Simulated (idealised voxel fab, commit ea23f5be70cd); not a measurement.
Process module, titled voxel released beams
Pictured: cross-section cut, 165 nm wide, on a grid of 5 nm square cells.
Just so we're on the same page, the cross-sections are grids of square cells, and they're listed out in bands top to bottom, each band one or more rows deep.
Per band: top height and bottom height in nm, followed by the left-to-right materials and their widths in nm; "edge to edge" marks a single material spanning edge to edge, "air" marks empty space.
Height is counted from the level 0, under which the received wafer is composed throughout of one material. The lowest of the bands is not closed at the bottom but continues downward, in the notation "0 and below".
So if you see something like "30->40" for the width, read it as the top row of the band sitting at the first number and the bottom row at the second, with every row in between moving by the same amount as the last.
A step reported as "stayed the same" is a step in which no cell of the cross-section changed.
What "Enclosed void listing" gives you is every empty space of 8 cells or more that is cut off from the top. Each appears as width x height at distance, with the distance taken from the left edge and width, height and distance all in nm.
On each step's line, the part that comes after the settings is the simulator's own comment on the step.
overlay nm, on a step with a mask: how far to the right of its planned place the mask lay; to the left if negative

The process steps that were planned are listed below
| 1 | op RECEIVE | material Si |
| 2 | op CONFORMAL_DEP | material SiN | thk nm 5 |
| 3 | op DIRECTIONAL_DEP | material SiO2 | thk nm 20 |
| 4 | op MASKED_ETCH | tone open | mask id ANCHOR | width nm 35 | etch materials SiO2 | depth nm 20 | overlay nm 0 |
| 5 | op CONFORMAL_DEP | material polySi | thk nm 15 |
| 6 | op MASKED_ETCH | tone cover | mask id BEAM | width nm 95 | etch materials polySi | depth nm 15 | overlay nm 0 |
| 7 | op STRIP | etch materials SiO2 |

Incoming wafer, cross-sectional view, post step 1
0 and below: Si edge to edge
Enclosed void listing: none

Cross-section, first of two wafers, end of module, run as planned
40 down to 25: air: 30 / polySi: 20 / air: 5 / polySi: 70 / air: 40
25 down to 20: air: 35 / polySi: 15 / air: 5 / polySi: 15 / air: 95
20 down to 5: air: 35 / polySi: 35 / air: 95
5 down to 0: SiN edge to edge
0 and below: Si edge to edge
Enclosed void listing: none

second wafer at the end: like start, like plan, one mistake
20 down to 5: air: 30 / polySi: 95 / air: 40
5 down to 0: SiN edge to edge
0 and below: Si edge to edge
Enclosed void listing: none
The plan and the run diverged here: step 3 of the plan was omitted and not executed
It is noted that, at the conclusion of processing, the second wafer exhibits a higher or lower cell count for certain materials relative to the first: 24 fewer of polySi
